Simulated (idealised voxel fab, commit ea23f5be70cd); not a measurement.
This section sets out a process module, namely voxel tone inversion.
Section cut is 265 nm wide and gridded with 5 nm square cells.
Square cells in a grid make up a cross-section in this document, and the grid is given as bands, listed from the top down, each one or more rows of cells.
Top, bottom (nm), then materials left to right with widths (nm); lone material tagged "edge to edge" fills the whole band edge to edge; "empty" = empty space.
Note: height 0 marks the level under which the wafer is uniformly one material as received. Lowest band unbounded below, written "z 0 and below".
It should be noted that a width expressed as "30->40" varies in equal increments from row to row of cells within the band, taking the value of the first number at the top row and that of the second number at the bottom row.
The cross-section has no changed cell in any step marked "nothing altered".
Enclosed cavity list: empty space of 8 cells or more with no open way to the top, each as width x height at its distance from the left edge, in nm
What comes after the settings on a step's line is commentary from the simulator itself on that step.
For masked steps, "overlay nm" on the step line gives how far right of plan the mask actually lay; a minus sign means it lay to the left.

### Process steps foreseen in the plan
| 1 | op RECEIVE | material Si |
| 2 | op CONFORMAL_DEP | material SiCN | thk nm 5 |
| 3 | op DIRECTIONAL_DEP | material aC | thk nm 20 |
| 4 | op PATTERN | tone cover | mask id POSTS | material resist | width nm 20 | pitch nm 45 | thk nm 25 | overlay nm 0 |
| 5 | op DIRECTIONAL_ETCH | etch materials aC | depth nm 20 |
| 6 | op STRIP | etch materials resist |
| 7 | op FILL_DEP | material lowk | thk nm 5 |
| 8 | op CMP | height nm 25 |
| 9 | op STRIP | etch materials aC |
| 10 | op CONFORMAL_DEP | material TiN | thk nm 5 |
| 11 | op FILL_DEP | material Ru | thk nm 5 |
| 12 | op CMP | height nm 25 |
| 13 | op CONFORMAL_DEP | material SiCN | thk nm 5 |

### Incoming wafer, cross-sectional view, post step 1
  z 0 and below = Si edge to edge
  Enclosed cavity list: none

### Here's the cross-section of the first of our two wafers at the end of the module - it ran as planned
  z 30 to 25 = SiCN edge to edge
  z 25 to 10 = lowk 75; TiN 5; Ru 10; TiN 5; lowk 25; TiN 5; Ru 10; TiN 5; lowk 25; TiN 5; Ru 10; TiN 5; lowk 80
  z 10 to 5 = lowk 75; TiN 20; lowk 25; TiN 20; lowk 25; TiN 20; lowk 80
  z 5 to 0 = SiCN edge to edge
  z 0 and below = Si edge to edge
  Enclosed cavity list: none

### Wafer two (of two), end-of-module cross-section: start = wafer one, plan = wafer one, one run mistake
  z 30 to 25 = SiCN edge to edge
  z 25 to 20 = lowk edge to edge
  z 20 to 0 = lowk 75; aC 20; lowk 25; aC 20; lowk 25; aC 20; lowk 80
  z 0 and below = Si edge to edge
  Enclosed cavity list: none
It is concluded that the wafer was processed incorrectly with respect to the plan, in that step 2 of the plan was omitted and not executed
The closing comparison, in cells, has the second wafer with more or fewer of some materials than the first: -18 Ru | -53 SiCN | -30 TiN | +48 aC | +53 lowk
